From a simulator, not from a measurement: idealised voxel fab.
voxel capacitor over wiring: a process module
FYI the section here is cut, 240 nm wide, cells are 5 nm squares.
A cross-section is a grid of square cells, given in bands from the top down. A band is one or more rows of cells. Top height, bottom height, nm. Materials left to right, width each, nm. Single material + "throughout" = fills band edge to edge. "air" = empty. We count height from 0. Below that, the starting wafer is all one material. The lowest band never ends at the bottom but goes on down; see "0..down" for how that is written. Width: "30..40" (first number = top row, second number = bottom row, same change from row to row of cells). Where the words "no change occurred" appear for a step, the cross-section shows no cell changed by that step; every cell remained as before. "Voids, enclosed": sealed empty spaces, 8 cells or more, no open way to top, listed width x height at distance, with distance from the left edge and width, height and distance in nm. Whatever follows a step's settings on its line is a remark the simulator itself makes about that step. The line of a step may include "overlay nm". On a step with a mask, this value is how far to the right of its planned place the mask lay. A negative value means the mask lay to the left.

# So here's the lineup of process steps we planned
- 1: RECEIVE [material Si]
- 2: CONFORMAL_DEP [material SiO2] [thk nm 15]
- 3: CONFORMAL_DEP [material SiCN] [thk nm 5]
- 4: DIRECTIONAL_DEP [material SiO2] [thk nm 15]
- 5: PATTERN [tone open] [mask id METAL_1] [material resist] [width nm 25] [pitch nm 85] [thk nm 15] [overlay nm 0]
- 6: DIRECTIONAL_ETCH [etch materials SiO2] [depth nm 15]
- 7: DIRECTIONAL_ETCH [etch materials SiCN] [depth nm 5]
- 8: STRIP [etch materials resist]
- 9: CONFORMAL_DEP [material TiN] [thk nm 5]
- 10: FILL_DEP [material Ru] [thk nm 10]
- 11: CMP [height nm 35]
- 12: CONFORMAL_DEP [material SiCN] [thk nm 5]
- 13: DIRECTIONAL_DEP [material lowk] [thk nm 10]
- 14: PATTERN [tone open] [mask id PLUG_1] [material resist] [width nm 15] [thk nm 20] [overlay nm 0]
- 15: DIRECTIONAL_ETCH [etch materials lowk] [depth nm 10]
- 16: DIRECTIONAL_ETCH [etch materials SiCN] [depth nm 5]
- 17: STRIP [etch materials resist]
- 18: EPI [material Ru] [thk nm 10]
- 19: EPI [material Ru] [thk nm 5]
- 20: DIRECTIONAL_DEP [material TiN] [thk nm 5]
- 21: DIRECTIONAL_DEP [material Al2O3] [thk nm 5]
- 22: DIRECTIONAL_DEP [material TiN] [thk nm 5]
- 23: DIRECTIONAL_DEP [material aC] [thk nm 15]
- 24: PATTERN [tone cover] [mask id UPPER_PLATE] [material resist] [width nm 65] [thk nm 30] [overlay nm 0]
- 25: DIRECTIONAL_ETCH [etch materials aC] [depth nm 15]
- 26: STRIP [etch materials resist]
- 27: DIRECTIONAL_ETCH [etch materials TiN] [depth nm 5]
- 28: DIRECTIONAL_ETCH [etch materials Al2O3] [depth nm 5]
- 29: STRIP [etch materials aC]
- 30: PATTERN [tone cover] [mask id LOWER_PLATE] [material resist] [width nm 75] [thk nm 20] [overlay nm 0]
- 31: DIRECTIONAL_ETCH [etch materials TiN] [depth nm 5]
- 32: STRIP [etch materials resist]
- 33: FILL_DEP [material SiO2] [thk nm 15]
- 34: CMP [height nm 75]
- 35: DIRECTIONAL_DEP [material aC] [thk nm 15]
- 36: PATTERN [tone open] [mask id PLUG_2] [material resist] [width nm 15] [thk nm 35] [overlay nm 0]
- 37: DIRECTIONAL_ETCH [etch materials aC] [depth nm 15]
- 38: STRIP [etch materials resist]
- 39: DIRECTIONAL_ETCH [etch materials SiO2] [depth nm 10]
- 40: STRIP [etch materials aC]
- 41: CONFORMAL_DEP [material TiN] [thk nm 5]
- 42: FILL_DEP [material W] [thk nm 5]
- 43: CMP [height nm 75]
- 44: CONFORMAL_DEP [material SiCN] [thk nm 5]

# First of two wafers: run as planned

# as received, after step 1
0..down  Si throughout
Voids, enclosed: none

# Take a look at the wafer's cross-section after step 2
15..0  SiO2 throughout
Below 0, no change.

# Take a look at the wafer's cross-section after step 3
20..15  SiCN throughout
Below 15, no change.

# Take a look at the wafer's cross-section after step 4
35..20  SiO2 throughout
Below 20, no change.

# Take a look at the wafer's cross-section after step 5
50..35  65 resist; 25 air; 60 resist; 25 air; 65 resist
Below 35, no change.

# Take a look at the wafer's cross-section after step 6
50..35  65 resist; 25 air; 60 resist; 25 air; 65 resist
35..20  65 SiO2; 25 air; 60 SiO2; 25 air; 65 SiO2
Below 20, no change.

# Take a look at the wafer's cross-section after step 7
50..35  65 resist; 25 air; 60 resist; 25 air; 65 resist
35..20  65 SiO2; 25 air; 60 SiO2; 25 air; 65 SiO2
20..15  65 SiCN; 25 air; 60 SiCN; 25 air; 65 SiCN
Below 15, no change.

# Take a look at the wafer's cross-section after step 8
35..20  65 SiO2; 25 air; 60 SiO2; 25 air; 65 SiO2
Below 20, no change.

# Take a look at the wafer's cross-section after step 9
40..35  70 TiN; 15 air; 70 TiN; 15 air; 70 TiN
35..20  65 SiO2; 5 TiN; 15 air; 5 TiN; 60 SiO2; 5 TiN; 15 air; 5 TiN; 65 SiO2
20..15  65 SiCN; 25 TiN; 60 SiCN; 25 TiN; 65 SiCN
Below 15, no change.

# Take a look at the wafer's cross-section after step 10
50..40  Ru throughout
40..35  70 TiN; 15 Ru; 70 TiN; 15 Ru; 70 TiN
35..20  65 SiO2; 5 TiN; 15 Ru; 5 TiN; 60 SiO2; 5 TiN; 15 Ru; 5 TiN; 65 SiO2
Below 20, no change.

# Take a look at the wafer's cross-section after step 11
35..20  65 SiO2; 5 TiN; 15 Ru; 5 TiN; 60 SiO2; 5 TiN; 15 Ru; 5 TiN; 65 SiO2
Below 20, no change.

# Take a look at the wafer's cross-section after step 12
40..35  SiCN throughout
Below 35, no change.

# Take a look at the wafer's cross-section after step 13
50..40  lowk throughout
Below 40, no change.

# Take a look at the wafer's cross-section after step 14
70..50  75 resist; 15 air; 150 resist
Below 50, no change.

# Take a look at the wafer's cross-section after step 15
70..50  75 resist; 15 air; 150 resist
50..40  75 lowk; 15 air; 150 lowk
Below 40, no change.

# Take a look at the wafer's cross-section after step 16
70..50  75 resist; 15 air; 150 resist
50..40  75 lowk; 15 air; 150 lowk
40..35  75 SiCN; 15 air; 150 SiCN
Below 35, no change.

# Take a look at the wafer's cross-section after step 17
50..40  75 lowk; 15 air; 150 lowk
Below 40, no change.

# Take a look at the wafer's cross-section after step 18
50..45  75 lowk; 15 air; 150 lowk
45..40  75 lowk; 15 Ru; 150 lowk
40..35  75 SiCN; 15 Ru; 150 SiCN
Below 35, no change.

# Take a look at the wafer's cross-section after step 19
50..40  75 lowk; 15 Ru; 150 lowk
Below 40, no change.

# Take a look at the wafer's cross-section after step 20
55..50  TiN throughout
Below 50, no change.

# Take a look at the wafer's cross-section after step 21
60..55  Al2O3 throughout
Below 55, no change.

# Take a look at the wafer's cross-section after step 22
65..60  TiN throughout
Below 60, no change.

# Take a look at the wafer's cross-section after step 23
80..65  aC throughout
Below 65, no change.

# Take a look at the wafer's cross-section after step 24
110..80  75 air; 65 resist; 100 air
Below 80, no change.

# Take a look at the wafer's cross-section after step 25
95..80  75 air; 65 resist; 100 air
80..65  75 air; 65 aC; 100 air
Below 65, no change.

# Take a look at the wafer's cross-section after step 26
80..65  75 air; 65 aC; 100 air
Below 65, no change.

# Take a look at the wafer's cross-section after step 27
80..65  75 air; 65 aC; 100 air
65..60  75 air; 65 TiN; 100 air
Below 60, no change.

# Take a look at the wafer's cross-section after step 28
80..65  75 air; 65 aC; 100 air
65..60  75 air; 65 TiN; 100 air
60..55  75 air; 65 Al2O3; 100 air
Below 55, no change.

# Take a look at the wafer's cross-section after step 29
65..60  75 air; 65 TiN; 100 air
Below 60, no change.

# Take a look at the wafer's cross-section after step 30
85..65  70 air; 75 resist; 95 air
65..60  70 air; 5 resist; 65 TiN; 5 resist; 95 air
60..55  70 air; 5 resist; 65 Al2O3; 5 resist; 95 air
Below 55, no change.

# Take a look at the wafer's cross-section after step 31
85..65  70 air; 75 resist; 95 air
65..60  70 air; 5 resist; 65 TiN; 5 resist; 95 air
60..55  70 air; 5 resist; 65 Al2O3; 5 resist; 95 air
55..50  70 air; 75 TiN; 95 air
Below 50, no change.

# Take a look at the wafer's cross-section after step 32
65..60  75 air; 65 TiN; 100 air
60..55  75 air; 65 Al2O3; 100 air
Below 55, no change.

# Take a look at the wafer's cross-section after step 33
80..65  SiO2 throughout
65..60  75 SiO2; 65 TiN; 100 SiO2
60..55  75 SiO2; 65 Al2O3; 100 SiO2
55..50  70 SiO2; 75 TiN; 95 SiO2
Below 50, no change.

# Take a look at the wafer's cross-section after step 34
75..65  SiO2 throughout
Below 65, no change.

# Take a look at the wafer's cross-section after step 35
90..75  aC throughout
Below 75, no change.

# Take a look at the wafer's cross-section after step 36
125..90  85 resist; 15 air; 140 resist
Below 90, no change.

# Take a look at the wafer's cross-section after step 37
110..90  85 resist; 15 air; 140 resist
90..75  85 aC; 15 air; 140 aC
Below 75, no change.

# Take a look at the wafer's cross-section after step 38
90..75  85 aC; 15 air; 140 aC
Below 75, no change.

# Take a look at the wafer's cross-section after step 39
90..75  85 aC; 15 air; 140 aC
75..65  85 SiO2; 15 air; 140 SiO2
Below 65, no change.

# Take a look at the wafer's cross-section after step 40
75..65  85 SiO2; 15 air; 140 SiO2
Below 65, no change.

# Take a look at the wafer's cross-section after step 41
80..75  90 TiN; 5 air; 145 TiN
75..70  85 SiO2; 5 TiN; 5 air; 5 TiN; 140 SiO2
70..60  85..75 SiO2; 15..65 TiN; 140..100 SiO2
Below 60, no change.

# Take a look at the wafer's cross-section after step 42
85..80  W throughout
80..75  90 TiN; 5 W; 145 TiN
75..70  85 SiO2; 5 TiN; 5 W; 5 TiN; 140 SiO2
Below 70, no change.

# Take a look at the wafer's cross-section after step 43
75..70  85 SiO2; 5 TiN; 5 W; 5 TiN; 140 SiO2
Below 70, no change.

# Take a look at the wafer's cross-section after step 44
80..75  SiCN throughout
Below 75, no change.

# Wafer two. Identical start, identical plan. One mistake in execution. Identical history through step 10

# Cross-sectional view of the second wafer at the intended end time of process step 11
40..35  70 TiN; 15 Ru; 70 TiN; 15 Ru; 70 TiN
Below 35, no change.

# Cross-sectional view of the second wafer at the intended end time of process step 12
45..40  SiCN throughout
Below 40, no change.

# Cross-sectional view of the second wafer at the intended end time of process step 13
55..45  lowk throughout
Below 45, no change.

# Cross-sectional view of the second wafer at the intended end time of process step 14
75..55  75 resist; 15 air; 150 resist
Below 55, no change.

# Cross-sectional view of the second wafer at the intended end time of process step 15
75..55  75 resist; 15 air; 150 resist
55..45  75 lowk; 15 air; 150 lowk
Below 45, no change.

# Cross-sectional view of the second wafer at the intended end time of process step 16
75..55  75 resist; 15 air; 150 resist
55..45  75 lowk; 15 air; 150 lowk
45..40  75 SiCN; 15 air; 150 SiCN
Below 40, no change.

# Cross-sectional view of the second wafer at the intended end time of process step 17
55..45  75 lowk; 15 air; 150 lowk
Below 45, no change.

# Cross-sectional view of the second wafer at the intended end time of process step 18
55..50  75 lowk; 15 air; 150 lowk
50..45  75 lowk; 15 Ru; 150 lowk
45..40  75 SiCN; 15 Ru; 150 SiCN
Below 40, no change.

# Cross-sectional view of the second wafer at the intended end time of process step 19
55..45  75 lowk; 15 Ru; 150 lowk
Below 45, no change.

# Cross-sectional view of the second wafer at the intended end time of process step 20
60..55  TiN throughout
Below 55, no change.

# Cross-sectional view of the second wafer at the intended end time of process step 21
65..60  Al2O3 throughout
Below 60, no change.

# Cross-sectional view of the second wafer at the intended end time of process step 22
70..65  TiN throughout
Below 65, no change.

# Cross-sectional view of the second wafer at the intended end time of process step 23
85..70  aC throughout
Below 70, no change.

# Cross-sectional view of the second wafer at the intended end time of process step 24
115..85  75 air; 65 resist; 100 air
Below 85, no change.

# Cross-sectional view of the second wafer at the intended end time of process step 25
100..85  75 air; 65 resist; 100 air
85..70  75 air; 65 aC; 100 air
Below 70, no change.

# Cross-sectional view of the second wafer at the intended end time of process step 26
85..70  75 air; 65 aC; 100 air
Below 70, no change.

# Cross-sectional view of the second wafer at the intended end time of process step 27
85..70  75 air; 65 aC; 100 air
70..65  75 air; 65 TiN; 100 air
Below 65, no change.

# Cross-sectional view of the second wafer at the intended end time of process step 28
85..70  75 air; 65 aC; 100 air
70..65  75 air; 65 TiN; 100 air
65..60  75 air; 65 Al2O3; 100 air
Below 60, no change.

# Cross-sectional view of the second wafer at the intended end time of process step 29
70..65  75 air; 65 TiN; 100 air
Below 65, no change.

# Cross-sectional view of the second wafer at the intended end time of process step 30
90..70  70 air; 75 resist; 95 air
70..65  70 air; 5 resist; 65 TiN; 5 resist; 95 air
65..60  70 air; 5 resist; 65 Al2O3; 5 resist; 95 air
Below 60, no change.

# Cross-sectional view of the second wafer at the intended end time of process step 31
90..70  70 air; 75 resist; 95 air
70..65  70 air; 5 resist; 65 TiN; 5 resist; 95 air
65..60  70 air; 5 resist; 65 Al2O3; 5 resist; 95 air
60..55  70 air; 75 TiN; 95 air
Below 55, no change.

# Cross-sectional view of the second wafer at the intended end time of process step 32
70..65  75 air; 65 TiN; 100 air
65..60  75 air; 65 Al2O3; 100 air
Below 60, no change.

# Cross-sectional view of the second wafer at the intended end time of process step 33
85..70  SiO2 throughout
70..65  75 SiO2; 65 TiN; 100 SiO2
65..60  75 SiO2; 65 Al2O3; 100 SiO2
60..55  70 SiO2; 75 TiN; 95 SiO2
Below 55, no change.

# Cross-sectional view of the second wafer at the intended end time of process step 34
75..70  SiO2 throughout
Below 70, no change.

# Cross-sectional view of the second wafer at the intended end time of process step 35
90..75  aC throughout
Below 75, no change.

# Cross-sectional view of the second wafer at the intended end time of process step 36
125..90  85 resist; 15 air; 140 resist
Below 90, no change.

# Cross-sectional view of the second wafer at the intended end time of process step 37
110..90  85 resist; 15 air; 140 resist
90..75  85 aC; 15 air; 140 aC
Below 75, no change.

# Cross-sectional view of the second wafer at the intended end time of process step 38
90..75  85 aC; 15 air; 140 aC
Below 75, no change.

# Cross-sectional view of the second wafer at the intended end time of process step 39
90..75  85 aC; 15 air; 140 aC
75..70  85 SiO2; 15 air; 140 SiO2
Below 70, no change.

# Cross-sectional view of the second wafer at the intended end time of process step 40
75..70  85 SiO2; 15 air; 140 SiO2
Below 70, no change.

# Cross-sectional view of the second wafer at the intended end time of process step 41
80..75  90 TiN; 5 air; 145 TiN
75..65  85..75 SiO2; 15..65 TiN; 140..100 SiO2
Below 65, no change.

# Cross-sectional view of the second wafer at the intended end time of process step 42
85..80  W throughout
80..75  90 TiN; 5 W; 145 TiN
Below 75, no change.

# Cross-sectional view of the second wafer at the intended end time of process step 43
75..65  85..75 SiO2; 15..65 TiN; 140..100 SiO2
Below 65, no change.

# Cross-sectional view of the second wafer at the intended end time of process step 44
80..75  SiCN throughout
Below 75, no change.
Nonconformance to the process plan: step 11 deviated from plan and actually ran as CMP [height nm 40]
Upon completion, the second wafer contains, in terms of cells, a greater or smaller amount of certain materials than the first wafer: Ru +6 | SiO2 -45 | TiN +40 | W -1
